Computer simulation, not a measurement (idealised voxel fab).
The name of this process module is voxel trench capacitor.
cross-section cut | 205 nm wide | cells 5 nm
In what follows, cross-sections appear as grids of square cells, described through bands that run from the top down, where every band is one or more rows of cells. Top, bottom (nm), then materials left to right with widths (nm); lone material tagged "full width" fills the whole band edge to edge; "blank" = empty space. Counting heights begins at 0, where everything beneath is, in the wafer as received, one material. The lowest band has no bottom; it goes on downwards, as "0..down" shows. Per-row width for "30..40": begins at first number (top row of band), ends at second number (bottom row), increment between rows held constant. "no change" after a step means that no cell of the cross-section changed. Closed empty spaces (no open way to the top) of 8 cells or more are what "Entrapped void list" lists, each as width x height at distance from the left edge, nm for all three. On a step's line, text after the settings is the simulator commenting on that step. overlay nm: how far to the right of its planned place the mask lay on this masked step (negative: to the left).

Planned process steps:
step 1: RECEIVE (material Si)
step 2: CONFORMAL_DEP (material SiN; thk nm 10)
step 3: DIRECTIONAL_DEP (material aC; thk nm 10)
step 4: PATTERN (tone open; mask id TRENCH; material resist; width nm 15; pitch nm 45; thk nm 25; overlay nm 0)
step 5: DIRECTIONAL_ETCH (etch materials aC; depth nm 10)
step 6: STRIP (etch materials resist)
step 7: DIRECTIONAL_ETCH (etch materials SiN; depth nm 10)
step 8: DIRECTIONAL_ETCH (etch materials Si; depth nm 40)
step 9: STRIP (etch materials aC)
step 10: CONFORMAL_DEP (material Al2O3; thk nm 5)
step 11: FILL_DEP (material polySi; thk nm 5)
step 12: CMP (height nm 10)

Step 1 complete: cross-section of the wafer as received:
> 0..down: Si full width
> Entrapped void list: none

Cross-section, end of module. Start: as above. Plan: as above. Execution: one mistake:
> 10..0: SiN=55  Al2O3=5  polySi=5  Al2O3=5  SiN=30  Al2O3=5  polySi=5  Al2O3=5  SiN=30  Al2O3=5  polySi=5  Al2O3=5  SiN=45
> 0..-35: Si=55  Al2O3=5  polySi=5  Al2O3=5  Si=30  Al2O3=5  polySi=5  Al2O3=5  Si=30  Al2O3=5  polySi=5  Al2O3=5  Si=45
> -35..-40: Si=55  Al2O3=15  Si=30  Al2O3=15  Si=30  Al2O3=15  Si=45
> -40..down: Si full width
> Entrapped void list: none
Run error: it should be noted that step 4 was executed with settings other than those planned, the operation and settings actually applied being PATTERN (tone open; mask id TRENCH; material resist; width nm 15; pitch nm 45; thk nm 25; overlay nm 5)
